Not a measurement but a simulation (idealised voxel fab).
voxel wiring stack: a process module
Cross-section cut: width 160 nm, square cells of 5 nm.
When this document writes out a cross-section, it uses a grid of square cells and lists it as bands, beginning at the top and moving down, with a band standing for one or more rows of cells.
What a band's entry tells you: where the top is and where the bottom is, as heights in nm, and after that what lies inside, material by material from left to right, each with its width in nm. Empty space is written as the word "empty", and a single material marked with the word "throughout" occupies the band from edge to edge.
Height 0 is the level under which the wafer as received is all one material. The lowest band goes on downwards, as in "from 0 down".
You'd read "30 to 40" like this: the band's top row of cells is as wide as the first number, its bottom row is as wide as the second, and going down, every row changes width by the same amount as the row before did.
"no change" (step): cross-section cells unchanged, all of them.
In the "Cavities, sealed" entry, you get each enclosed empty space of 8 cells or more, one with no open way to the top, written width x height at distance, distance from the left edge, in nm.
Step line, after settings: the simulator's comment on this step.
"overlay nm" answers the question of how far to the right of plan the mask lay on a step that has a mask, and when it is negative the answer is to the left.
### Process steps - plan
- 1: RECEIVE (material Si)
- 2: CONFORMAL_DEP (material SiO2; thk nm 15)
- 3: DIRECTIONAL_DEP (material TiN; thk nm 5)
- 4: DIRECTIONAL_DEP (material Ru; thk nm 20)
- 5: DIRECTIONAL_DEP (material aC; thk nm 15)
- 6: PATTERN (tone cover; mask id METAL_1; material resist; width nm 20; pitch nm 35; thk nm 35; overlay nm 0)
- 7: DIRECTIONAL_ETCH (etch materials aC; depth nm 15)
- 8: STRIP (etch materials resist)
- 9: DIRECTIONAL_ETCH (etch materials Ru; depth nm 20)
- 10: DIRECTIONAL_ETCH (etch materials TiN; depth nm 5)
- 11: STRIP (etch materials aC)
- 12: CONFORMAL_DEP (material SiCN; thk nm 5)
- 13: FILL_DEP (material SiO2; thk nm 10)
- 14: CMP (height nm 40)
- 15: CONFORMAL_DEP (material SiCN; thk nm 5)
- 16: DIRECTIONAL_DEP (material lowk; thk nm 30)
- 17: MASKED_ETCH (tone open; mask id METAL_2; width nm 20; pitch nm 35; etch materials lowk; depth nm 20; overlay nm 0)
- 18: DIRECTIONAL_DEP (material aC; thk nm 10)
- 19: PATTERN (tone open; mask id METAL_2_HOLES; material resist; width nm 15; pitch nm 70; thk nm 30; overlay nm 0)
- 20: DIRECTIONAL_ETCH (etch materials aC; depth nm 10)
- 21: STRIP (etch materials resist)
- 22: DIRECTIONAL_ETCH (etch materials lowk; depth nm 10)
- 23: DIRECTIONAL_ETCH (etch materials SiCN; depth nm 5)
- 24: STRIP (etch materials aC)
- 25: CONFORMAL_DEP (material TiN; thk nm 5)
- 26: FILL_DEP (material Cu; thk nm 10)
- 27: CMP (height nm 75)
- 28: CONFORMAL_DEP (material SiN; thk nm 5)
### Wafer at receipt (post step 1), cross-section
> from 0 down | Si throughout
> Cavities, sealed: none
### Run as planned - first of the two wafers cross-sectioned at the end of the module
> from 80 to 75 | SiN throughout
> from 75 to 60 | 15 lowk, 5 TiN, 10 Cu, 5 TiN, 15 lowk, 5 TiN, 10 Cu, 5 TiN, 15 lowk, 5 TiN, 10 Cu, 5 TiN, 15 lowk, 5 TiN, 10 Cu, 5 TiN, 20 lowk
> from 60 to 55 | 15 lowk, 5 TiN, 5 Cu, 10 TiN, 15 lowk, 20 TiN, 15 lowk, 5 TiN, 5 Cu, 10 TiN, 15 lowk, 20 TiN, 20 lowk
> from 55 to 45 | 15 lowk, 5 TiN, 5 Cu, 5 TiN, 55 lowk, 5 TiN, 5 Cu, 5 TiN, 60 lowk
> from 45 to 40 | 15 SiCN, 15 TiN, 55 SiCN, 15 TiN, 60 SiCN
> from 40 to 20 | 10 SiO2, 5 SiCN, 20 Ru, 5 SiCN, 5 SiO2, 5 SiCN, 20 Ru, 5 SiCN, 5 SiO2, 5 SiCN, 20 Ru, 5 SiCN, 5 SiO2, 5 SiCN, 20 Ru, 5 SiCN, 15 SiO2
> from 20 to 15 | 15 SiCN, 20 TiN, 15 SiCN, 20 TiN, 15 SiCN, 20 TiN, 15 SiCN, 20 TiN, 20 SiCN
> from 15 to 0 | SiO2 throughout
> from 0 down | Si throughout
> Cavities, sealed: none
### Presented here is a cross-section of the second of the two wafers as it stood at the end of the module. It was started in the same manner and assigned the same plan as the first wafer; however, one mistake was made in its execution
> from 80 to 75 | SiN throughout
> from 75 to 60 | 15 lowk, 5 TiN, 10 Cu, 5 TiN, 15 lowk, 5 TiN, 10 Cu, 5 TiN, 15 lowk, 5 TiN, 10 Cu, 5 TiN, 15 lowk, 5 TiN, 10 Cu, 5 TiN, 20 lowk
> from 60 to 55 | 15 lowk, 5 TiN, 5 Cu, 10 TiN, 15 lowk, 20 TiN, 15 lowk, 5 TiN, 5 Cu, 10 TiN, 15 lowk, 20 TiN, 20 lowk
> from 55 to 45 | 15 lowk, 5 TiN, 5 Cu, 5 TiN, 55 lowk, 5 TiN, 5 Cu, 5 TiN, 60 lowk
> from 45 to 40 | 15 SiCN, 15 TiN, 55 SiCN, 15 TiN, 60 SiCN
> from 40 to 25 | 10 SiO2, 5 SiCN, 20 Ru, 5 SiCN, 5 SiO2, 5 SiCN, 20 Ru, 5 SiCN, 5 SiO2, 5 SiCN, 20 Ru, 5 SiCN, 5 SiO2, 5 SiCN, 20 Ru, 5 SiCN, 15 SiO2
> from 25 to 20 | 15 SiCN, 20 Ru, 15 SiCN, 20 Ru, 15 SiCN, 20 Ru, 15 SiCN, 20 Ru, 20 SiCN
> from 20 to 5 | SiO2 throughout
> from 5 to 0 | TiN throughout
> from 0 down | Si throughout
> Cavities, sealed: none
Here's what went sideways: it was found that steps 2 and 3 of the process plan had been performed in exchanged positions
End check, counted in cells, second wafer has more or fewer of these materials than the first: -8 SiCN, -8 SiO2, +16 TiN
